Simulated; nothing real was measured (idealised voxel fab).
process module | voxel self aligned contacts
cross-section cut | 225 nm wide | cells 5 nm
A cross-section is a grid of square cells, given in bands from the top down. A band is one or more rows of cells.
Each band's line starts with the height of the band's top and of its bottom, in nm. Then come its materials from left to right, each with its width in nm. One material with "throughout" fills the band from edge to edge. "air" is empty space.
Height 0 is the level under which the wafer as received is all one material. The lowest band goes on downwards, as in "0 down".
A width such as "30 to 40" changes by the same amount from each row of cells to the next, from the band's top row to its bottom row.
"no change" after a step means that no cell of the cross-section changed.
closed voids: empty space of 8 cells or more with no open way to the top, each as width x height at its distance from the left edge, in nm
after a step's settings: what the simulator itself notes on the step
overlay nm, on a step with a mask: how far to the right of its planned place the mask lay; to the left if negative
plan
1 op RECEIVE | material Si
2 op CONFORMAL_DEP | material SiO2 | thk nm 5
3 op DIRECTIONAL_DEP | material polySi | thk nm 30
4 op DIRECTIONAL_DEP | material SiN | thk nm 15
5 op DIRECTIONAL_DEP | material aC | thk nm 15
6 op PATTERN | tone cover | mask id GATE | material resist | width nm 30 | pitch nm 65 | thk nm 35 | overlay nm 0
7 op DIRECTIONAL_ETCH | etch materials aC | depth nm 15
8 op STRIP | etch materials resist
9 op DIRECTIONAL_ETCH | etch materials SiN | depth nm 15
10 op DIRECTIONAL_ETCH | etch materials polySi | depth nm 30
11 op STRIP | etch materials aC
12 op CONFORMAL_DEP | material SiN | thk nm 5
13 op DIRECTIONAL_ETCH | etch materials SiN | depth nm 5
14 op FILL_DEP | material SiO2 | thk nm 15
15 op CMP | height nm 55
16 op MASKED_ETCH | tone open | mask id CONTACT | width nm 45 | etch materials SiO2 | depth nm 55 | overlay nm 0
17 op CONFORMAL_DEP | material TiN | thk nm 5
18 op FILL_DEP | material W | thk nm 5
19 op CMP | height nm 55
20 op CONFORMAL_DEP | material SiN | thk nm 5
first wafer, as planned
as received, after step 1
  0 down: Si throughout
  closed voids: none
after step 2
  5 to 0: SiO2 throughout
  below 0: unchanged
after step 3
  35 to 5: polySi throughout
  below 5: unchanged
after step 4
  50 to 35: SiN throughout
  below 35: unchanged
after step 5
  65 to 50: aC throughout
  below 50: unchanged
after step 6
  100 to 65: air 65 | resist 30 | air 35 | resist 30 | air 65
  below 65: unchanged
after step 7
  85 to 65: air 65 | resist 30 | air 35 | resist 30 | air 65
  65 to 50: air 65 | aC 30 | air 35 | aC 30 | air 65
  below 50: unchanged
after step 8
  65 to 50: air 65 | aC 30 | air 35 | aC 30 | air 65
  below 50: unchanged
after step 9
  65 to 50: air 65 | aC 30 | air 35 | aC 30 | air 65
  50 to 35: air 65 | SiN 30 | air 35 | SiN 30 | air 65
  below 35: unchanged
after step 10
  65 to 50: air 65 | aC 30 | air 35 | aC 30 | air 65
  50 to 35: air 65 | SiN 30 | air 35 | SiN 30 | air 65
  35 to 5: air 65 | polySi 30 | air 35 | polySi 30 | air 65
  below 5: unchanged
after step 11
  50 to 35: air 65 | SiN 30 | air 35 | SiN 30 | air 65
  below 35: unchanged
after step 12
  55 to 35: air 60 | SiN 40 | air 25 | SiN 40 | air 60
  35 to 10: air 60 | SiN 5 | polySi 30 | SiN 5 | air 25 | SiN 5 | polySi 30 | SiN 5 | air 60
  10 to 5: SiN 65 | polySi 30 | SiN 35 | polySi 30 | SiN 65
  below 5: unchanged
after step 13
  50 to 35: air 60 | SiN 40 | air 25 | SiN 40 | air 60
  35 to 5: air 60 | SiN 5 | polySi 30 | SiN 5 | air 25 | SiN 5 | polySi 30 | SiN 5 | air 60
  below 5: unchanged
after step 14
  65 to 50: SiO2 throughout
  50 to 35: SiO2 60 | SiN 40 | SiO2 25 | SiN 40 | SiO2 60
  35 to 5: SiO2 60 | SiN 5 | polySi 30 | SiN 5 | SiO2 25 | SiN 5 | polySi 30 | SiN 5 | SiO2 60
  below 5: unchanged
after step 15
  55 to 50: SiO2 throughout
  below 50: unchanged
after step 16
  55 to 50: SiO2 90 | air 45 | SiO2 90
  50 to 35: SiO2 60 | SiN 40 | air 25 | SiN 40 | SiO2 60
  35 to 5: SiO2 60 | SiN 5 | polySi 30 | SiN 5 | air 25 | SiN 5 | polySi 30 | SiN 5 | SiO2 60
  5 to 0: SiO2 100 | air 25 | SiO2 100
  below 0: unchanged
after step 17
  60 to 55: TiN 95 | air 35 | TiN 95
  55 to 50: SiO2 90 | TiN 15 | air 15 | TiN 15 | SiO2 90
  50 to 35: SiO2 60 | SiN 40 | TiN 5 | air 15 | TiN 5 | SiN 40 | SiO2 60
  35 to 5: SiO2 60 | SiN 5 | polySi 30 | SiN 5 | TiN 5 | air 15 | TiN 5 | SiN 5 | polySi 30 | SiN 5 | SiO2 60
  5 to 0: SiO2 100 | TiN 25 | SiO2 100
  below 0: unchanged
after step 18
  65 to 60: W throughout
  60 to 55: TiN 95 | W 35 | TiN 95
  55 to 50: SiO2 90 | TiN 15 | W 15 | TiN 15 | SiO2 90
  50 to 35: SiO2 60 | SiN 40 | TiN 5 | W 15 | TiN 5 | SiN 40 | SiO2 60
  35 to 5: SiO2 60 | SiN 5 | polySi 30 | SiN 5 | TiN 5 | W 15 | TiN 5 | SiN 5 | polySi 30 | SiN 5 | SiO2 60
  below 5: unchanged
after step 19
  55 to 50: SiO2 90 | TiN 15 | W 15 | TiN 15 | SiO2 90
  below 50: unchanged
after step 20
  60 to 55: SiN throughout
  below 55: unchanged
second wafer: like start, like plan, one mistake. Through step 15 it matches the first wafer
when step 16 should have ended
  55 to 50: SiO2 95 | air 45 | SiO2 85
  50 to 35: SiO2 60 | SiN 40 | air 25 | SiN 40 | SiO2 60
  35 to 5: SiO2 60 | SiN 5 | polySi 30 | SiN 5 | air 25 | SiN 5 | polySi 30 | SiN 5 | SiO2 60
  5 to 0: SiO2 100 | air 25 | SiO2 100
  below 0: unchanged
when step 17 should have ended
  60 to 55: TiN 100 | air 35 | TiN 90
  55 to 50: SiO2 95 | TiN 10 | air 15 | TiN 20 | SiO2 85
  50 to 35: SiO2 60 | SiN 40 | TiN 5 | air 15 | TiN 5 | SiN 40 | SiO2 60
  35 to 5: SiO2 60 | SiN 5 | polySi 30 | SiN 5 | TiN 5 | air 15 | TiN 5 | SiN 5 | polySi 30 | SiN 5 | SiO2 60
  5 to 0: SiO2 100 | TiN 25 | SiO2 100
  below 0: unchanged
when step 18 should have ended
  65 to 60: W throughout
  60 to 55: TiN 100 | W 35 | TiN 90
  55 to 50: SiO2 95 | TiN 10 | W 15 | TiN 20 | SiO2 85
  50 to 35: SiO2 60 | SiN 40 | TiN 5 | W 15 | TiN 5 | SiN 40 | SiO2 60
  35 to 5: SiO2 60 | SiN 5 | polySi 30 | SiN 5 | TiN 5 | W 15 | TiN 5 | SiN 5 | polySi 30 | SiN 5 | SiO2 60
  below 5: unchanged
when step 19 should have ended
  55 to 50: SiO2 95 | TiN 10 | W 15 | TiN 20 | SiO2 85
  below 50: unchanged
when step 20 should have ended
  60 to 55: SiN throughout
  below 55: unchanged
what went wrong: step 16 ran as: op MASKED_ETCH | tone open | mask id CONTACT | width nm 45 | etch materials SiO2 | depth nm 55 | overlay nm 5
at the end the second wafer has, in cells: as many of each material as the first, in other places
